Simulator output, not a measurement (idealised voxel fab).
Process module name: voxel self aligned contacts
Cross-sectional view cut (width: 270 nm; square cell size: 5 nm).
Notation: cross-section as square-cell grid; stated in bands, top first, going down; one or more cell rows per band. Within each band entry, the heights of the top and of the bottom of the band appear first, in that order and in nm; the materials of the band then follow from left to right, each with its corresponding width in nm. The designation "edge to edge" on a single material indicates that it fills the band from edge to edge; the designation "air" indicates empty space. Zero point of the height axis is 0; under it, received wafer = one material. Lowest band: continues down indefinitely, "top 0, no bottom". It should be noted that a width expressed as "30..40" varies in equal increments from row to row of cells within the band, taking the value of the first number at the top row and that of the second number at the bottom row. The designation "everything unchanged", where it is given for a processing step, indicates that no cell of the cross-section was altered in the course of that step. The list in "Sealed internal cavities" covers empty spaces of 8 cells or more that cannot reach the top through any open way, and it gives each as width x height at distance; the distance is from the left edge, and width, height and distance are in nm. Note: text after step settings on the step line = simulator remark on that step. What "overlay nm" on a step's line means: if the step has a mask, that mask lay this far to the right of its planned place, or, when the value is negative, to the left. Reading guide: pairs of cross-sections, before and after one process step; after view cut off at lowest changed band; step and settings listed under each pair. Pairs may stem from different runs of this module on the same starting wafer; continuity with the pair above only where the "Pre-step condition" entry states it.

Pre-step condition
top 70, bottom 65 | W edge to edge
top 65, bottom 60 | TiN (110), W (45), TiN (115)
top 60, bottom 55 | SiO2 (105), TiN (20), W (15), TiN (20), SiO2 (110)
top 55, bottom 30 | SiO2 (70), SiN (50), TiN (5), W (15), TiN (5), SiN (50), SiO2 (75)
top 30, bottom 20 | SiO2 (70), SiN (10), polySi (30), SiN (10), TiN (5), W (15), TiN (5), SiN (10), polySi (30), SiN (10), SiO2 (75)
top 20, bottom 15 | SiO2 (70), SiN (10), polySi (30), SiN (10), TiN (25), SiN (10), polySi (30), SiN (10), SiO2 (75)
top 15, bottom 5 | SiN (80), polySi (30), SiN (45), polySi (30), SiN (85)
top 5, bottom 0 | SiO2 edge to edge
top 0, no bottom | Si edge to edge
Sealed internal cavities: none

Resultant Cross-Section
top 60, bottom 55 | SiO2 (105), TiN (20), W (15), TiN (20), SiO2 (110)
Below 55, no change.
Sealed internal cavities: none
What step was run between the cross-section before it and the cross-section after it, both above? CMP: height nm 60

Pre-step condition: we pick up right where the pair above leaves off, with its after cross-section.

Resultant Cross-Section
top 65, bottom 60 | SiCN edge to edge
Below 60, no change.
Sealed internal cavities: none
What step was run between the cross-section before it and the cross-section after it, both above? CONFORMAL_DEP: material SiCN, thk nm 5

Pre-step condition
top 55, bottom 30 | air (80), SiN (30), air (45), SiN (30), air (85)
top 30, bottom 5 | air (80), polySi (30), air (45), polySi (30), air (85)
top 5, bottom 0 | SiO2 edge to edge
top 0, no bottom | Si edge to edge
Sealed internal cavities: none

Resultant Cross-Section
top 60, bottom 30 | air (75), SiN (40), air (35), SiN (40), air (80)
top 30, bottom 10 | air (75), SiN (5), polySi (30), SiN (5), air (35), SiN (5), polySi (30), SiN (5), air (80)
top 10, bottom 5 | SiN (80), polySi (30), SiN (45), polySi (30), SiN (85)
Below 5, no change.
Sealed internal cavities: none
What step was run between the cross-section before it and the cross-section after it, both above? CONFORMAL_DEP: material SiN, thk nm 5

Pre-step condition: we pick up right where the pair above leaves off, with its after cross-section.

Resultant Cross-Section
top 50, bottom 30 | air (75), SiN (40), air (35), SiN (40), air (80)
top 30, bottom 5 | air (75), SiN (5), polySi (30), SiN (5), air (35), SiN (5), polySi (30), SiN (5), air (80)
Below 5, no change.
Sealed internal cavities: none
What step was run between the cross-section before it and the cross-section after it, both above? DIRECTIONAL_ETCH: etch materials SiN, depth nm 10

Pre-step condition: we pick up right where the pair above leaves off, with its after cross-section.

Resultant Cross-Section
top 60, bottom 50 | SiO2 edge to edge
top 50, bottom 30 | SiO2 (75), SiN (40), SiO2 (35), SiN (40), SiO2 (80)
top 30, bottom 5 | SiO2 (75), SiN (5), polySi (30), SiN (5), SiO2 (35), SiN (5), polySi (30), SiN (5), SiO2 (80)
Below 5, no change.
Sealed internal cavities: none
What step was run between the cross-section before it and the cross-section after it, both above? FILL_DEP: material SiO2, thk nm 10

Pre-step condition: we pick up right where the pair above leaves off, with its after cross-section.

Resultant Cross-Section
top 70, bottom 60 | aC edge to edge
Below 60, no change.
Sealed internal cavities: none
What step was run between the cross-section before it and the cross-section after it, both above? DIRECTIONAL_DEP: material aC, thk nm 10

Pre-step condition: we pick up right where the pair above leaves off, with its after cross-section.

Resultant Cross-Section
top 100, bottom 70 | resist (105), air (55), resist (110)
Below 70, no change.
Sealed internal cavities: none
What step was run between the cross-section before it and the cross-section after it, both above? PATTERN: tone open, mask id CONTACT, material resist, width nm 55, thk nm 30, overlay nm 0

Pre-step condition: we pick up right where the pair above leaves off, with its after cross-section.

Resultant Cross-Section
top 90, bottom 70 | resist (105), air (55), resist (110)
top 70, bottom 60 | aC (105), air (55), aC (110)
Below 60, no change.
Sealed internal cavities: none
What step was run between the cross-section before it and the cross-section after it, both above? DIRECTIONAL_ETCH: etch materials aC, depth nm 10

Pre-step condition: we pick up right where the pair above leaves off, with its after cross-section.

Resultant Cross-Section
top 70, bottom 60 | aC (105), air (55), aC (110)
Below 60, no change.
Sealed internal cavities: none
What step was run between the cross-section before it and the cross-section after it, both above? STRIP: etch materials resist

Pre-step condition: we pick up right where the pair above leaves off, with its after cross-section.

Resultant Cross-Section
top 70, bottom 60 | aC (105), air (55), aC (110)
top 60, bottom 50 | SiO2 (105), air (55), SiO2 (110)
top 50, bottom 30 | SiO2 (75), SiN (40), air (35), SiN (40), SiO2 (80)
top 30, bottom 5 | SiO2 (75), SiN (5), polySi (30), SiN (5), air (35), SiN (5), polySi (30), SiN (5), SiO2 (80)
top 5, bottom 0 | SiO2 (115), air (35), SiO2 (120)
Below 0, no change.
Sealed internal cavities: none
What step was run between the cross-section before it and the cross-section after it, both above? DIRECTIONAL_ETCH: etch materials SiO2, depth nm 60

Pre-step condition: we pick up right where the pair above leaves off, with its after cross-section.

Resultant Cross-Section
top 60, bottom 50 | SiO2 (105), air (55), SiO2 (110)
Below 50, no change.
Sealed internal cavities: none
What step was run between the cross-section before it and the cross-section after it, both above? STRIP: etch materials aC

Pre-step condition: we pick up right where the pair above leaves off, with its after cross-section.

Resultant Cross-Section
top 65, bottom 60 | TiN (110), air (45), TiN (115)
top 60, bottom 50 | SiO2 (105), TiN (5..15), air (45..25), TiN (5..15), SiO2 (110)
top 50, bottom 30 | SiO2 (75), SiN (40), TiN (5), air (25), TiN (5), SiN (40), SiO2 (80)
top 30, bottom 5 | SiO2 (75), SiN (5), polySi (30), SiN (5), TiN (5), air (25), TiN (5), SiN (5), polySi (30), SiN (5), SiO2 (80)
top 5, bottom 0 | SiO2 (115), TiN (35), SiO2 (120)
Below 0, no change.
Sealed internal cavities: none
What step was run between the cross-section before it and the cross-section after it, both above? CONFORMAL_DEP: material TiN, thk nm 5

Pre-step condition: we pick up right where the pair above leaves off, with its after cross-section.

Resultant Cross-Section
top 70, bottom 65 | W edge to edge
top 65, bottom 60 | TiN (110), W (45), TiN (115)
top 60, bottom 50 | SiO2 (105), TiN (5..15), W (45..25), TiN (5..15), SiO2 (110)
top 50, bottom 30 | SiO2 (75), SiN (40), TiN (5), W (25), TiN (5), SiN (40), SiO2 (80)
top 30, bottom 5 | SiO2 (75), SiN (5), polySi (30), SiN (5), TiN (5), W (25), TiN (5), SiN (5), polySi (30), SiN (5), SiO2 (80)
Below 5, no change.
Sealed internal cavities: none
What step was run between the cross-section before it and the cross-section after it, both above? FILL_DEP: material W, thk nm 5

Pre-step condition: we pick up right where the pair above leaves off, with its after cross-section.

Resultant Cross-Section
top 60, bottom 50 | SiO2 (105), TiN (5..15), W (45..25), TiN (5..15), SiO2 (110)
Below 50, no change.
Sealed internal cavities: none
What step was run between the cross-section before it and the cross-section after it, both above? CMP: height nm 60

Pre-step condition: we pick up right where the pair above leaves off, with its after cross-section.

Resultant Cross-Section
top 65, bottom 60 | SiCN edge to edge
Below 60, no change.
Sealed internal cavities: none
What step was run between the cross-section before it and the cross-section after it, both above? CONFORMAL_DEP: material SiCN, thk nm 5

Pre-step condition
top 65, bottom 55 | aC edge to edge
top 55, bottom 30 | SiN edge to edge
top 30, bottom 5 | polySi edge to edge
top 5, bottom 0 | SiO2 edge to edge
top 0, no bottom | Si edge to edge
Sealed internal cavities: none

Resultant Cross-Section
top 90, bottom 65 | air (85), resist (25), air (50), resist (25), air (85)
Below 65, no change.
Sealed internal cavities: none
What step was run between the cross-section before it and the cross-section after it, both above? PATTERN: tone cover, mask id GATE, material resist, width nm 25, pitch nm 75, thk nm 25, overlay nm 0

Pre-step condition: we pick up right where the pair above leaves off, with its after cross-section.

Resultant Cross-Section
top 80, bottom 65 | air (85), resist (25), air (50), resist (25), air (85)
top 65, bottom 55 | air (85), aC (25), air (50), aC (25), air (85)
Below 55, no change.
Sealed internal cavities: none
What step was run between the cross-section before it and the cross-section after it, both above? DIRECTIONAL_ETCH: etch materials aC, depth nm 10

Pre-step condition: we pick up right where the pair above leaves off, with its after cross-section.

Resultant Cross-Section
top 65, bottom 55 | air (85), aC (25), air (50), aC (25), air (85)
Below 55, no change.
Sealed internal cavities: none
What step was run between the cross-section before it and the cross-section after it, both above? STRIP: etch materials resist

Pre-step condition: we pick up right where the pair above leaves off, with its after cross-section.

Resultant Cross-Section
top 65, bottom 55 | air (85), aC (25), air (50), aC (25), air (85)
top 55, bottom 30 | air (85), SiN (25), air (50), SiN (25), air (85)
Below 30, no change.
Sealed internal cavities: none
What step was run between the cross-section before it and the cross-section after it, both above? DIRECTIONAL_ETCH: etch materials SiN, depth nm 25

Pre-step condition: we pick up right where the pair above leaves off, with its after cross-section.

Resultant Cross-Section
top 65, bottom 55 | air (85), aC (25), air (50), aC (25), air (85)
top 55, bottom 30 | air (85), SiN (25), air (50), SiN (25), air (85)
top 30, bottom 5 | air (85), polySi (25), air (50), polySi (25), air (85)
Below 5, no change.
Sealed internal cavities: none
What step was run between the cross-section before it and the cross-section after it, both above? DIRECTIONAL_ETCH: etch materials polySi, depth nm 25

Pre-step condition: we pick up right where the pair above leaves off, with its after cross-section.

Resultant Cross-Section
top 55, bottom 30 | air (85), SiN (25), air (50), SiN (25), air (85)
Below 30, no change.
Sealed internal cavities: none
What step was run between the cross-section before it and the cross-section after it, both above? STRIP: etch materials aC

Pre-step condition: we pick up right where the pair above leaves off, with its after cross-section.

Resultant Cross-Section
top 65, bottom 30 | air (75), SiN (45), air (30), SiN (45), air (75)
top 30, bottom 15 | air (75), SiN (10), polySi (25), SiN (10), air (30), SiN (10), polySi (25), SiN (10), air (75)
top 15, bottom 5 | SiN (85), polySi (25), SiN (50), polySi (25), SiN (85)
Below 5, no change.
Sealed internal cavities: none
What step was run between the cross-section before it and the cross-section after it, both above? CONFORMAL_DEP: material SiN, thk nm 10

Pre-step condition: we pick up right where the pair above leaves off, with its after cross-section.

Resultant Cross-Section
top 55, bottom 30 | air (75), SiN (45), air (30), SiN (45), air (75)
top 30, bottom 5 | air (75), SiN (10), polySi (25), SiN (10), air (30), SiN (10), polySi (25), SiN (10), air (75)
Below 5, no change.
Sealed internal cavities: none
What step was run between the cross-section before it and the cross-section after it, both above? DIRECTIONAL_ETCH: etch materials SiN, depth nm 10

Pre-step condition: we pick up right where the pair above leaves off, with its after cross-section.

Resultant Cross-Section
top 65, bottom 55 | SiO2 edge to edge
top 55, bottom 30 | SiO2 (75), SiN (45), SiO2 (30), SiN (45), SiO2 (75)
top 30, bottom 5 | SiO2 (75), SiN (10), polySi (25), SiN (10), SiO2 (30), SiN (10), polySi (25), SiN (10), SiO2 (75)
Below 5, no change.
Sealed internal cavities: none
What step was run between the cross-section before it and the cross-section after it, both above? FILL_DEP: material SiO2, thk nm 10

Pre-step condition: we pick up right where the pair above leaves off, with its after cross-section.

Resultant Cross-Section
top 60, bottom 55 | SiO2 edge to edge
Below 55, no change.
Sealed internal cavities: none
What step was run between the cross-section before it and the cross-section after it, both above? CMP: height nm 60

Pre-step condition: we pick up right where the pair above leaves off, with its after cross-section.

Resultant Cross-Section
top 70, bottom 60 | aC edge to edge
Below 60, no change.
Sealed internal cavities: none
What step was run between the cross-section before it and the cross-section after it, both above? DIRECTIONAL_DEP: material aC, thk nm 10

Pre-step condition: we pick up right where the pair above leaves off, with its after cross-section.

Resultant Cross-Section
top 100, bottom 70 | resist (105), air (55), resist (110)
Below 70, no change.
Sealed internal cavities: none
What step was run between the cross-section before it and the cross-section after it, both above? PATTERN: tone open, mask id CONTACT, material resist, width nm 55, thk nm 30, overlay nm 0

Pre-step condition: we pick up right where the pair above leaves off, with its after cross-section.

Resultant Cross-Section
top 90, bottom 70 | resist (105), air (55), resist (110)
top 70, bottom 60 | aC (105), air (55), aC (110)
Below 60, no change.
Sealed internal cavities: none
What step was run between the cross-section before it and the cross-section after it, both above? DIRECTIONAL_ETCH: etch materials aC, depth nm 10

Pre-step condition: we pick up right where the pair above leaves off, with its after cross-section.

Resultant Cross-Section
top 70, bottom 60 | aC (105), air (55), aC (110)
Below 60, no change.
Sealed internal cavities: none
What step was run between the cross-section before it and the cross-section after it, both above? STRIP: etch materials resist

Pre-step condition: we pick up right where the pair above leaves off, with its after cross-section.

Resultant Cross-Section
top 70, bottom 60 | aC (105), air (55), aC (110)
top 60, bottom 55 | SiO2 (105), air (55), SiO2 (110)
top 55, bottom 30 | SiO2 (75), SiN (45), air (30), SiN (45), SiO2 (75)
top 30, bottom 5 | SiO2 (75), SiN (10), polySi (25), SiN (10), air (30), SiN (10), polySi (25), SiN (10), SiO2 (75)
top 5, bottom 0 | SiO2 (120), air (30), SiO2 (120)
Below 0, no change.
Sealed internal cavities: none
What step was run between the cross-section before it and the cross-section after it, both above? DIRECTIONAL_ETCH: etch materials SiO2, depth nm 60

Pre-step condition: we pick up right where the pair above leaves off, with its after cross-section.

Resultant Cross-Section
top 60, bottom 55 | SiO2 (105), air (55), SiO2 (110)
Below 55, no change.
Sealed internal cavities: none
What step was run between the cross-section before it and the cross-section after it, both above? STRIP: etch materials aC

Pre-step condition: we pick up right where the pair above leaves off, with its after cross-section.

Resultant Cross-Section
top 65, bottom 60 | TiN (110), air (45), TiN (115)
top 60, bottom 55 | SiO2 (105), TiN (20), air (20), TiN (15), SiO2 (110)
top 55, bottom 30 | SiO2 (75), SiN (45), TiN (5), air (20), TiN (5), SiN (45), SiO2 (75)
top 30, bottom 5 | SiO2 (75), SiN (10), polySi (25), SiN (10), TiN (5), air (20), TiN (5), SiN (10), polySi (25), SiN (10), SiO2 (75)
top 5, bottom 0 | SiO2 (120), TiN (30), SiO2 (120)
Below 0, no change.
Sealed internal cavities: none
What step was run between the cross-section before it and the cross-section after it, both above? CONFORMAL_DEP: material TiN, thk nm 5

Pre-step condition: we pick up right where the pair above leaves off, with its after cross-section.

Resultant Cross-Section
top 70, bottom 65 | W edge to edge
top 65, bottom 60 | TiN (110), W (45), TiN (115)
top 60, bottom 55 | SiO2 (105), TiN (20), W (20), TiN (15), SiO2 (110)
top 55, bottom 30 | SiO2 (75), SiN (45), TiN (5), W (20), TiN (5), SiN (45), SiO2 (75)
top 30, bottom 5 | SiO2 (75), SiN (10), polySi (25), SiN (10), TiN (5), W (20), TiN (5), SiN (10), polySi (25), SiN (10), SiO2 (75)
Below 5, no change.
Sealed internal cavities: none
What step was run between the cross-section before it and the cross-section after it, both above? FILL_DEP: material W, thk nm 5

Pre-step condition: we pick up right where the pair above leaves off, with its after cross-section.

Resultant Cross-Section
top 60, bottom 55 | SiO2 (105), TiN (20), W (20), TiN (15), SiO2 (110)
Below 55, no change.
Sealed internal cavities: none
What step was run between the cross-section before it and the cross-section after it, both above? CMP: height nm 60

Pre-step condition: we pick up right where the pair above leaves off, with its after cross-section.

Resultant Cross-Section
top 65, bottom 60 | SiCN edge to edge
Below 60, no change.
Sealed internal cavities: none
What step was run between the cross-section before it and the cross-section after it, both above? CONFORMAL_DEP: material SiCN, thk nm 5

Pre-step condition
top 65, bottom 55 | aC edge to edge
top 55, bottom 30 | SiN edge to edge
top 30, bottom 5 | polySi edge to edge
top 5, bottom 0 | SiO2 edge to edge
top 0, no bottom | Si edge to edge
Sealed internal cavities: none

Resultant Cross-Section
top 90, bottom 65 | air (75), resist (30), air (45), resist (30), air (90)
Below 65, no change.
Sealed internal cavities: none
What step was run between the cross-section before it and the cross-section after it, both above? PATTERN: tone cover, mask id GATE, material resist, width nm 30, pitch nm 75, thk nm 25, overlay nm -5

Pre-step condition: we pick up right where the pair above leaves off, with its after cross-section.

Resultant Cross-Section
top 80, bottom 65 | air (75), resist (30), air (45), resist (30), air (90)
top 65, bottom 55 | air (75), aC (30), air (45), aC (30), air (90)
Below 55, no change.
Sealed internal cavities: none
What step was run between the cross-section before it and the cross-section after it, both above? DIRECTIONAL_ETCH: etch materials aC, depth nm 10

Pre-step condition: we pick up right where the pair above leaves off, with its after cross-section.

Resultant Cross-Section
top 65, bottom 55 | air (75), aC (30), air (45), aC (30), air (90)
Below 55, no change.
Sealed internal cavities: none
What step was run between the cross-section before it and the cross-section after it, both above? STRIP: etch materials resist

Pre-step condition: we pick up right where the pair above leaves off, with its after cross-section.

Resultant Cross-Section
top 65, bottom 55 | air (75), aC (30), air (45), aC (30), air (90)
top 55, bottom 30 | air (75), SiN (30), air (45), SiN (30), air (90)
Below 30, no change.
Sealed internal cavities: none
What step was run between the cross-section before it and the cross-section after it, both above? DIRECTIONAL_ETCH: etch materials SiN, depth nm 25

Pre-step condition: we pick up right where the pair above leaves off, with its after cross-section.

Resultant Cross-Section
top 65, bottom 55 | air (75), aC (30), air (45), aC (30), air (90)
top 55, bottom 30 | air (75), SiN (30), air (45), SiN (30), air (90)
top 30, bottom 5 | air (75), polySi (30), air (45), polySi (30), air (90)
Below 5, no change.
Sealed internal cavities: none
What step was run between the cross-section before it and the cross-section after it, both above? DIRECTIONAL_ETCH: etch materials polySi, depth nm 25

Pre-step condition: we pick up right where the pair above leaves off, with its after cross-section.

Resultant Cross-Section
top 55, bottom 30 | air (75), SiN (30), air (45), SiN (30), air (90)
Below 30, no change.
Sealed internal cavities: none
What step was run between the cross-section before it and the cross-section after it, both above? STRIP: etch materials aC

Pre-step condition: we pick up right where the pair above leaves off, with its after cross-section.

Resultant Cross-Section
top 65, bottom 30 | air (65), SiN (50), air (25), SiN (50), air (80)
top 30, bottom 15 | air (65), SiN (10), polySi (30), SiN (10), air (25), SiN (10), polySi (30), SiN (10), air (80)
top 15, bottom 5 | SiN (75), polySi (30), SiN (45), polySi (30), SiN (90)
Below 5, no change.
Sealed internal cavities: none
What step was run between the cross-section before it and the cross-section after it, both above? CONFORMAL_DEP: material SiN, thk nm 10

Pre-step condition: we pick up right where the pair above leaves off, with its after cross-section.

Resultant Cross-Section
top 55, bottom 30 | air (65), SiN (50), air (25), SiN (50), air (80)
top 30, bottom 5 | air (65), SiN (10), polySi (30), SiN (10), air (25), SiN (10), polySi (30), SiN (10), air (80)
Below 5, no change.
Sealed internal cavities: none
What step was run between the cross-section before it and the cross-section after it, both above? DIRECTIONAL_ETCH: etch materials SiN, depth nm 10

Pre-step condition: we pick up right where the pair above leaves off, with its after cross-section.

Resultant Cross-Section
top 65, bottom 55 | SiO2 edge to edge
top 55, bottom 30 | SiO2 (65), SiN (50), SiO2 (25), SiN (50), SiO2 (80)
top 30, bottom 5 | SiO2 (65), SiN (10), polySi (30), SiN (10), SiO2 (25), SiN (10), polySi (30), SiN (10), SiO2 (80)
Below 5, no change.
Sealed internal cavities: none
What step was run between the cross-section before it and the cross-section after it, both above? FILL_DEP: material SiO2, thk nm 10

Pre-step condition: we pick up right where the pair above leaves off, with its after cross-section.

Resultant Cross-Section
top 60, bottom 55 | SiO2 edge to edge
Below 55, no change.
Sealed internal cavities: none
What step was run between the cross-section before it and the cross-section after it, both above? CMP: height nm 60

Pre-step condition: we pick up right where the pair above leaves off, with its after cross-section.

Resultant Cross-Section
top 70, bottom 60 | aC edge to edge
Below 60, no change.
Sealed internal cavities: none
What step was run between the cross-section before it and the cross-section after it, both above? DIRECTIONAL_DEP: material aC, thk nm 10

Pre-step condition: we pick up right where the pair above leaves off, with its after cross-section.

Resultant Cross-Section
top 100, bottom 70 | resist (105), air (55), resist (110)
Below 70, no change.
Sealed internal cavities: none
What step was run between the cross-section before it and the cross-section after it, both above? PATTERN: tone open, mask id CONTACT, material resist, width nm 55, thk nm 30, overlay nm 0

Pre-step condition: we pick up right where the pair above leaves off, with its after cross-section.

Resultant Cross-Section
top 90, bottom 70 | resist (105), air (55), resist (110)
top 70, bottom 60 | aC (105), air (55), aC (110)
Below 60, no change.
Sealed internal cavities: none
What step was run between the cross-section before it and the cross-section after it, both above? DIRECTIONAL_ETCH: etch materials aC, depth nm 10

Pre-step condition: we pick up right where the pair above leaves off, with its after cross-section.

Resultant Cross-Section
top 70, bottom 60 | aC (105), air (55), aC (110)
Below 60, no change.
Sealed internal cavities: none
What step was run between the cross-section before it and the cross-section after it, both above? STRIP: etch materials resist

Pre-step condition: we pick up right where the pair above leaves off, with its after cross-section.

Resultant Cross-Section
top 70, bottom 60 | aC (105), air (55), aC (110)
top 60, bottom 55 | SiO2 (105), air (55), SiO2 (110)
top 55, bottom 30 | SiO2 (65), SiN (50), air (25), SiN (50), SiO2 (80)
top 30, bottom 5 | SiO2 (65), SiN (10), polySi (30), SiN (10), air (25), SiN (10), polySi (30), SiN (10), SiO2 (80)
top 5, bottom 0 | SiO2 (115), air (25), SiO2 (130)
Below 0, no change.
Sealed internal cavities: none
What step was run between the cross-section before it and the cross-section after it, both above? DIRECTIONAL_ETCH: etch materials SiO2, depth nm 60

Pre-step condition: we pick up right where the pair above leaves off, with its after cross-section.

Resultant Cross-Section
top 60, bottom 55 | SiO2 (105), air (55), SiO2 (110)
Below 55, no change.
Sealed internal cavities: none
What step was run between the cross-section before it and the cross-section after it, both above? STRIP: etch materials aC

Pre-step condition: we pick up right where the pair above leaves off, with its after cross-section.

Resultant Cross-Section
top 65, bottom 60 | TiN (110), air (45), TiN (115)
top 60, bottom 55 | SiO2 (105), TiN (15), air (15), TiN (25), SiO2 (110)
top 55, bottom 30 | SiO2 (65), SiN (50), TiN (5), air (15), TiN (5), SiN (50), SiO2 (80)
top 30, bottom 5 | SiO2 (65), SiN (10), polySi (30), SiN (10), TiN (5), air (15), TiN (5), SiN (10), polySi (30), SiN (10), SiO2 (80)
top 5, bottom 0 | SiO2 (115), TiN (25), SiO2 (130)
Below 0, no change.
Sealed internal cavities: none
What step was run between the cross-section before it and the cross-section after it, both above? CONFORMAL_DEP: material TiN, thk nm 5

Pre-step condition: we pick up right where the pair above leaves off, with its after cross-section.

Resultant Cross-Section
top 70, bottom 65 | W edge to edge
top 65, bottom 60 | TiN (110), W (45), TiN (115)
top 60, bottom 55 | SiO2 (105), TiN (15), W (15), TiN (25), SiO2 (110)
top 55, bottom 30 | SiO2 (65), SiN (50), TiN (5), W (15), TiN (5), SiN (50), SiO2 (80)
top 30, bottom 5 | SiO2 (65), SiN (10), polySi (30), SiN (10), TiN (5), W (15), TiN (5), SiN (10), polySi (30), SiN (10), SiO2 (80)
Below 5, no change.
Sealed internal cavities: none
What step was run between the cross-section before it and the cross-section after it, both above? FILL_DEP: material W, thk nm 5

Pre-step condition: we pick up right where the pair above leaves off, with its after cross-section.

Resultant Cross-Section
top 60, bottom 55 | SiO2 (105), TiN (15), W (15), TiN (25), SiO2 (110)
Below 55, no change.
Sealed internal cavities: none
What step was run between the cross-section before it and the cross-section after it, both above? CMP: height nm 60

Pre-step condition: we pick up right where the pair above leaves off, with its after cross-section.

Resultant Cross-Section
top 65, bottom 60 | SiCN edge to edge
Below 60, no change.
Sealed internal cavities: none
What step was run between the cross-section before it and the cross-section after it, both above? CONFORMAL_DEP: material SiCN, thk nm 5

Pre-step condition
top 0, no bottom | Si edge to edge
Sealed internal cavities: none

Resultant Cross-Section
top 5, bottom 0 | polySi edge to edge
Below 0, no change.
Sealed internal cavities: none
What step was run between the cross-section before it and the cross-section after it, both above? CONFORMAL_DEP: material polySi, thk nm 5

Pre-step condition: we pick up right where the pair above leaves off, with its after cross-section.

Resultant Cross-Section
top 30, bottom 0 | polySi edge to edge
Below 0, no change.
Sealed internal cavities: none
What step was run between the cross-section before it and the cross-section after it, both above? DIRECTIONAL_DEP: material polySi, thk nm 25

Pre-step condition: we pick up right where the pair above leaves off, with its after cross-section.

Resultant Cross-Section
top 55, bottom 30 | SiN edge to edge
Below 30, no change.
Sealed internal cavities: none
What step was run between the cross-section before it and the cross-section after it, both above? DIRECTIONAL_DEP: material SiN, thk nm 25

Pre-step condition: we pick up right where the pair above leaves off, with its after cross-section.

Resultant Cross-Section
top 65, bottom 55 | aC edge to edge
Below 55, no change.
Sealed internal cavities: none
What step was run between the cross-section before it and the cross-section after it, both above? DIRECTIONAL_DEP: material aC, thk nm 10

Pre-step condition: we pick up right where the pair above leaves off, with its after cross-section.

Resultant Cross-Section
top 90, bottom 65 | air (80), resist (30), air (45), resist (30), air (85)
Below 65, no change.
Sealed internal cavities: none
What step was run between the cross-section before it and the cross-section after it, both above? PATTERN: tone cover, mask id GATE, material resist, width nm 30, pitch nm 75, thk nm 25, overlay nm 0

Pre-step condition: we pick up right where the pair above leaves off, with its after cross-section.

Resultant Cross-Section
top 80, bottom 65 | air (80), resist (30), air (45), resist (30), air (85)
top 65, bottom 55 | air (80), aC (30), air (45), aC (30), air (85)
Below 55, no change.
Sealed internal cavities: none
What step was run between the cross-section before it and the cross-section after it, both above? DIRECTIONAL_ETCH: etch materials aC, depth nm 10

Pre-step condition: we pick up right where the pair above leaves off, with its after cross-section.

Resultant Cross-Section
top 65, bottom 55 | air (80), aC (30), air (45), aC (30), air (85)
Below 55, no change.
Sealed internal cavities: none
What step was run between the cross-section before it and the cross-section after it, both above? STRIP: etch materials resist

Pre-step condition: we pick up right where the pair above leaves off, with its after cross-section.

Resultant Cross-Section
top 65, bottom 55 | air (80), aC (30), air (45), aC (30), air (85)
top 55, bottom 30 | air (80), SiN (30), air (45), SiN (30), air (85)
Below 30, no change.
Sealed internal cavities: none
What step was run between the cross-section before it and the cross-section after it, both above? DIRECTIONAL_ETCH: etch materials SiN, depth nm 25

Pre-step condition: we pick up right where the pair above leaves off, with its after cross-section.

Resultant Cross-Section
top 65, bottom 55 | air (80), aC (30), air (45), aC (30), air (85)
top 55, bottom 30 | air (80), SiN (30), air (45), SiN (30), air (85)
top 30, bottom 5 | air (80), polySi (30), air (45), polySi (30), air (85)
Below 5, no change.
Sealed internal cavities: none
What step was run between the cross-section before it and the cross-section after it, both above? DIRECTIONAL_ETCH: etch materials polySi, depth nm 25

Pre-step condition: we pick up right where the pair above leaves off, with its after cross-section.

Resultant Cross-Section
top 55, bottom 30 | air (80), SiN (30), air (45), SiN (30), air (85)
Below 30, no change.
Sealed internal cavities: none
What step was run between the cross-section before it and the cross-section after it, both above? STRIP: etch materials aC

Pre-step condition: we pick up right where the pair above leaves off, with its after cross-section.

Resultant Cross-Section
top 65, bottom 30 | air (70), SiN (50), air (25), SiN (50), air (75)
top 30, bottom 15 | air (70), SiN (10), polySi (30), SiN (10), air (25), SiN (10), polySi (30), SiN (10), air (75)
top 15, bottom 5 | SiN (80), polySi (30), SiN (45), polySi (30), SiN (85)
Below 5, no change.
Sealed internal cavities: none
What step was run between the cross-section before it and the cross-section after it, both above? CONFORMAL_DEP: material SiN, thk nm 10

Pre-step condition: we pick up right where the pair above leaves off, with its after cross-section.

Resultant Cross-Section
top 55, bottom 30 | air (70), SiN (50), air (25), SiN (50), air (75)
top 30, bottom 5 | air (70), SiN (10), polySi (30), SiN (10), air (25), SiN (10), polySi (30), SiN (10), air (75)
Below 5, no change.
Sealed internal cavities: none
What step was run between the cross-section before it and the cross-section after it, both above? DIRECTIONAL_ETCH: etch materials SiN, depth nm 10

Pre-step condition: we pick up right where the pair above leaves off, with its after cross-section.

Resultant Cross-Section
top 65, bottom 55 | SiO2 edge to edge
top 55, bottom 30 | SiO2 (70), SiN (50), SiO2 (25), SiN (50), SiO2 (75)
top 30, bottom 5 | SiO2 (70), SiN (10), polySi (30), SiN (10), SiO2 (25), SiN (10), polySi (30), SiN (10), SiO2 (75)
Below 5, no change.
Sealed internal cavities: none
What step was run between the cross-section before it and the cross-section after it, both above? FILL_DEP: material SiO2, thk nm 10

Pre-step condition: we pick up right where the pair above leaves off, with its after cross-section.

Resultant Cross-Section
top 60, bottom 55 | SiO2 edge to edge
Below 55, no change.
Sealed internal cavities: none
What step was run between the cross-section before it and the cross-section after it, both above? CMP: height nm 60

Pre-step condition: we pick up right where the pair above leaves off, with its after cross-section.

Resultant Cross-Section
top 70, bottom 60 | aC edge to edge
Below 60, no change.
Sealed internal cavities: none
What step was run between the cross-section before it and the cross-section after it, both above? DIRECTIONAL_DEP: material aC, thk nm 10

Pre-step condition: we pick up right where the pair above leaves off, with its after cross-section.

Resultant Cross-Section
top 100, bottom 70 | resist (105), air (55), resist (110)
Below 70, no change.
Sealed internal cavities: none
What step was run between the cross-section before it and the cross-section after it, both above? PATTERN: tone open, mask id CONTACT, material resist, width nm 55, thk nm 30, overlay nm 0

Pre-step condition: we pick up right where the pair above leaves off, with its after cross-section.

Resultant Cross-Section
top 90, bottom 70 | resist (105), air (55), resist (110)
top 70, bottom 60 | aC (105), air (55), aC (110)
Below 60, no change.
Sealed internal cavities: none
What step was run between the cross-section before it and the cross-section after it, both above? DIRECTIONAL_ETCH: etch materials aC, depth nm 10

Pre-step condition: we pick up right where the pair above leaves off, with its after cross-section.

Resultant Cross-Section
top 70, bottom 60 | aC (105), air (55), aC (110)
Below 60, no change.
Sealed internal cavities: none
What step was run between the cross-section before it and the cross-section after it, both above? STRIP: etch materials resist
